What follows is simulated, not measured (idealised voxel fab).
Presented below is a process module, voxel wiring stack.
The figure presents cross-section cut, which has a width of 240 nm and is divided into square cells with an edge length of 5 nm.
In what follows, cross-sections appear as grids of square cells, described through bands that run from the top down, where every band is one or more rows of cells.
The band entry comprises the height of the band's top followed by the height of its bottom, expressed in nm, and subsequently the band's materials from left to right, each stated together with its width in nm. Where a single material is marked with the word "all across", that material fills the band from edge to edge. The word "air" represents empty space.
Heads up on the height convention: 0 is the point under which the incoming wafer is all one material, and the lowest band has no bottom, it just keeps going down, like "0 nm and below".
Width spec "30->40" -> top row of cells at first value, bottom row at second value, equal per-row change in between.
"no alteration" (step): cross-section cells unchanged, all of them.
"Closed internal cavities" contains a list of empty spaces, each no smaller than 8 cells and without an open way to the top, written in the form width x height at distance with the distance from the left edge and all three in nm.
If you see something after the settings on a step's line, that's the simulator's own remark about that step.
overlay nm: for a step with a mask, the amount by which the mask lay right of where it was planned; a negative amount means left of it.
Planned process steps:
1,op RECEIVE | material Si
2,op CONFORMAL_DEP | material SiO2 | thk nm 10
3,op DIRECTIONAL_DEP | material TiN | thk nm 5
4,op DIRECTIONAL_DEP | material Ru | thk nm 20
5,op MASKED_ETCH | tone cover | mask id METAL_1 | width nm 20 | pitch nm 40 | etch materials Ru | depth nm 20 | overlay nm 0
6,op MASKED_ETCH | tone cover | mask id METAL_1 | width nm 20 | pitch nm 40 | etch materials TiN | depth nm 5 | overlay nm 0
7,op FILL_DEP | material SiO2 | thk nm 5
8,op CMP | height nm 35
9,op CONFORMAL_DEP | material SiCN | thk nm 5
10,op DIRECTIONAL_DEP | material lowk | thk nm 10
11,op MASKED_ETCH | tone open | mask id PLUG_1 | width nm 15 | pitch nm 80 | etch materials lowk | depth nm 10 | overlay nm 0
12,op MASKED_ETCH | tone open | mask id PLUG_1 | width nm 15 | pitch nm 80 | etch materials SiCN | depth nm 5 | overlay nm 0
13,op CONFORMAL_DEP | material TiN | thk nm 5
14,op FILL_DEP | material Ru | thk nm 10
15,op CMP | height nm 50
16,op DIRECTIONAL_DEP | material TiN | thk nm 5
17,op DIRECTIONAL_DEP | material Ru | thk nm 20
18,op PATTERN | tone cover | mask id METAL_2 | material resist | width nm 20 | pitch nm 40 | thk nm 20 | overlay nm 0
19,op DIRECTIONAL_ETCH | etch materials Ru | depth nm 10
20,op DIRECTIONAL_ETCH | etch materials TiN | depth nm 5
21,op STRIP | etch materials resist
22,op CONFORMAL_DEP | material SiCN | thk nm 5
23,op FILL_DEP | material lowk | thk nm 5
24,op CMP | height nm 75
25,op CONFORMAL_DEP | material SiCN | thk nm 5
Variable across wafers: step 19 depth nm (plan value is that of the first wafer; starting state common to all).
As-received state after step 1, first of several wafers, cross-section:
> 0 nm and below | Si all across
> Closed internal cavities: none
each wafer at the end: cells of each material gained (+) or lost (-) since it was received, then its closed voids:
depth nm 10, +172 Ru, +132 SiCN, +276 SiO2, +74 TiN, +114 lowk, Closed internal cavities: none
depth nm 15, +136 Ru, +138 SiCN, +276 SiO2, +74 TiN, +144 lowk, Closed internal cavities: none
depth nm 20, +100 Ru, +150 SiCN, +276 SiO2, +38 TiN, +204 lowk, Closed internal cavities: none
depth nm 25, +100 Ru, +150 SiCN, +276 SiO2, +38 TiN, +204 lowk, Closed internal cavities: none
depth nm 30, +100 Ru, +150 SiCN, +276 SiO2, +38 TiN, +204 lowk, Closed internal cavities: none
depth nm 35, +100 Ru, +150 SiCN, +276 SiO2, +38 TiN, +204 lowk, Closed internal cavities: none
